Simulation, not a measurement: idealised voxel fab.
Module name: voxel ribs on slabs (process module)
This is section cut - it's 175 nm across, gridded in 5 nm square cells.
If you're reading a cross-section in this doc, picture square cells in a grid; it comes to you as bands, top ones listed first down to the bottom, and a band can be one or more rows of cells.
Each band's line starts with the height of the band's top and of its bottom, in nm. Then come its materials from left to right, each with its width in nm. One material with "full width" fills the band from edge to edge. "blank" is empty space.
Measure heights from 0. That's the level where, below it, the as-received wafer is all one material. The lowest band is bottomless and extends downward; write it as in "0..down".
A two-number width, for instance "30..40", indicates that the width is equal to the first number in the top row of the band and to the second number in the bottom row, and that it changes by a constant amount per row of cells.
Take "no alterations made" at face value: in the step it is given for, the cross-section changed in none of its cells.
Entry "Enclosed internal voids" = empty spaces >= 8 cells with no open way to the top; each as width x height at distance, distance from left edge, all nm.
What comes after the settings on a step's line is commentary from the simulator itself on that step.
overlay nm: mask right of planned place by this much (step with mask). Neg. = left.

THE STEPS PLANNED FOR THE PROCESS ARE AS FOLLOWS
| 1 | RECEIVE (material Si) |
| 2 | DIRECTIONAL_DEP (material SiO2; thk nm 25) |
| 3 | DIRECTIONAL_DEP (material polySi; thk nm 15) |
| 4 | DIRECTIONAL_DEP (material aC; thk nm 10) |
| 5 | PATTERN (tone cover; mask id RIB; material resist; width nm 20; thk nm 25; overlay nm 0) |
| 6 | DIRECTIONAL_ETCH (etch materials aC; depth nm 10) |
| 7 | STRIP (etch materials resist) |
| 8 | DIRECTIONAL_ETCH (etch materials polySi; depth nm 10) |
| 9 | STRIP (etch materials aC) |
| 10 | PATTERN (tone cover; mask id SLAB; material resist; width nm 60; thk nm 15; overlay nm 0) |
| 11 | DIRECTIONAL_ETCH (etch materials polySi; depth nm 5) |
| 12 | STRIP (etch materials resist) |
| 13 | FILL_DEP (material SiO2; thk nm 25) |
| 14 | CMP (height nm 60) |
| 15 | DIRECTIONAL_DEP (material TiN; thk nm 10) |
| 16 | DIRECTIONAL_DEP (material aC; thk nm 15) |
| 17 | PATTERN (tone cover; mask id HEATER; material resist; width nm 30; thk nm 35; overlay nm 0) |
| 18 | DIRECTIONAL_ETCH (etch materials aC; depth nm 15) |
| 19 | STRIP (etch materials resist) |
| 20 | DIRECTIONAL_ETCH (etch materials TiN; depth nm 10) |
| 21 | STRIP (etch materials aC) |
| 22 | CONFORMAL_DEP (material SiO2; thk nm 5) |
Wafers differ in width nm at step 10; plan lists the first wafer's value; identical starting state.

CROSS-SECTION OF THE FIRST INCOMING WAFER OF SEVERAL, STATE AFTER STEP 1
    0..down | Si full width
    Enclosed internal voids: none

FIRST OF SEVERAL WAFERS, SECTIONED AT END OF MODULE (LAST STEP: STEP 22)
    75..70 | blank=65  SiO2=40  blank=70
    70..65 | blank=65  SiO2=5  TiN=30  SiO2=5  blank=70
    65..60 | SiO2=70  TiN=30  SiO2=75
    60..40 | SiO2 full width
    40..30 | SiO2=75  polySi=20  SiO2=80
    30..25 | SiO2=55  polySi=60  SiO2=60
    25..0 | SiO2 full width
    0..down | Si full width
    Enclosed internal voids: none

CROSS-SECTIONAL DEPICTION OF THE LAST OF SEVERAL WAFERS UPON COMPLETION OF THE MODULE
    75..70 | blank=65  SiO2=40  blank=70
    70..65 | blank=65  SiO2=5  TiN=30  SiO2=5  blank=70
    65..60 | SiO2=70  TiN=30  SiO2=75
    60..40 | SiO2 full width
    40..30 | SiO2=75  polySi=20  SiO2=80
    30..25 | SiO2=45  polySi=85  SiO2=45
    25..0 | SiO2 full width
    0..down | Si full width
    Enclosed internal voids: none

FOR YOUR REFERENCE, THE TABLE IS ORGANIZED WITH A ROW PER WAFER; EACH ROW REFLECTS THE WAFER AT THE END OF THE MODULE, INDICATING FOR EACH MATERIAL THE CELLS GAINED (+) OR LOST (-) SINCE RECEIPT, AND THEREAFTER ITS CLOSED VOIDS
width nm 60; +439 SiO2; +12 TiN; +20 polySi; Enclosed internal voids: none
width nm 65; +438 SiO2; +12 TiN; +21 polySi; Enclosed internal voids: none
width nm 70; +437 SiO2; +12 TiN; +22 polySi; Enclosed internal voids: none
width nm 75; +436 SiO2; +12 TiN; +23 polySi; Enclosed internal voids: none
width nm 80; +435 SiO2; +12 TiN; +24 polySi; Enclosed internal voids: none
width nm 85; +434 SiO2; +12 TiN; +25 polySi; Enclosed internal voids: none
